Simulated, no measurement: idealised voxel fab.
Process module name: voxel double patterning
The cross-section shown here is cut; it is 180 nm wide and divided into square cells measuring 5 nm on a side.
Throughout this document, each cross-section is represented as a grid of square cells and is presented as a sequence of bands enumerated from the top downward, where a band comprises one or more rows of cells.
Band: top and bottom heights (nm) first, top before bottom; then materials from left to right, widths in nm. "everywhere" marks a sole material filling the band edge to edge. "air" denotes empty space.
Height reference: 0 = level under which incoming wafer is all one material. Lowest band: no bottom, runs on downward, e.g. "0 nm and below".
Width "30->40": first value at the band's top row of cells, second value at its bottom row, equal change from row to row.
When a step is marked "stayed the same", none of the cells in the cross-section changed during that step.
Voids not open to the top, 8 cells minimum: see "Enclosed cavity list". Written width x height at distance; distance is from the left edge; nm.
Note: text after step settings on the step line = simulator remark on that step.
What "overlay nm" on a step's line means: if the step has a mask, that mask lay this far to the right of its planned place, or, when the value is negative, to the left.

-- Process steps foreseen in the plan
- 1: RECEIVE with material Si
- 2: CONFORMAL_DEP with material SiO2, thk nm 10
- 3: DIRECTIONAL_DEP with material W, thk nm 20
- 4: DIRECTIONAL_DEP with material SiN, thk nm 5
- 5: PATTERN with tone open, mask id FIRST, material resist, width nm 15, pitch nm 50, thk nm 15, overlay nm 0
- 6: DIRECTIONAL_ETCH with etch materials SiN, depth nm 5
- 7: STRIP with etch materials resist
- 8: DIRECTIONAL_DEP with material aC, thk nm 15
- 9: PATTERN with tone open, mask id SECOND, material resist, width nm 15, pitch nm 50, thk nm 30, overlay nm 0
- 10: DIRECTIONAL_ETCH with etch materials aC, depth nm 15
- 11: STRIP with etch materials resist
- 12: DIRECTIONAL_ETCH with etch materials SiN, depth nm 5
- 13: STRIP with etch materials aC
- 14: DIRECTIONAL_ETCH with etch materials W, depth nm 20
- 15: STRIP with etch materials SiN

-- Shown in cross-section is the wafer as received, that is, as it stands after step 1
0 nm and below: Si everywhere
Enclosed cavity list: none

-- Looking at the first of two wafers in cross-section at end of module - ran to plan
30 nm to 10 nm: W (30) | air (15) | W (10) | air (15) | W (10) | air (15) | W (10) | air (15) | W (10) | air (15) | W (35)
10 nm to 0 nm: SiO2 everywhere
0 nm and below: Si everywhere
Enclosed cavity list: none

-- Cross-section, wafer two of two, end of module: same start and plan as wafer one, one error in execution
30 nm to 0 nm: SiO2 everywhere
0 nm and below: Si everywhere
Enclosed cavity list: none
what went wrong: it should be noted that step 3 was executed with settings other than those planned, the operation and settings actually applied being DIRECTIONAL_DEP with material SiO2, thk nm 20
In the final state, the cell counts of the second wafer exceed or fall short of those of the first for the following materials: +144 SiO2; -84 W
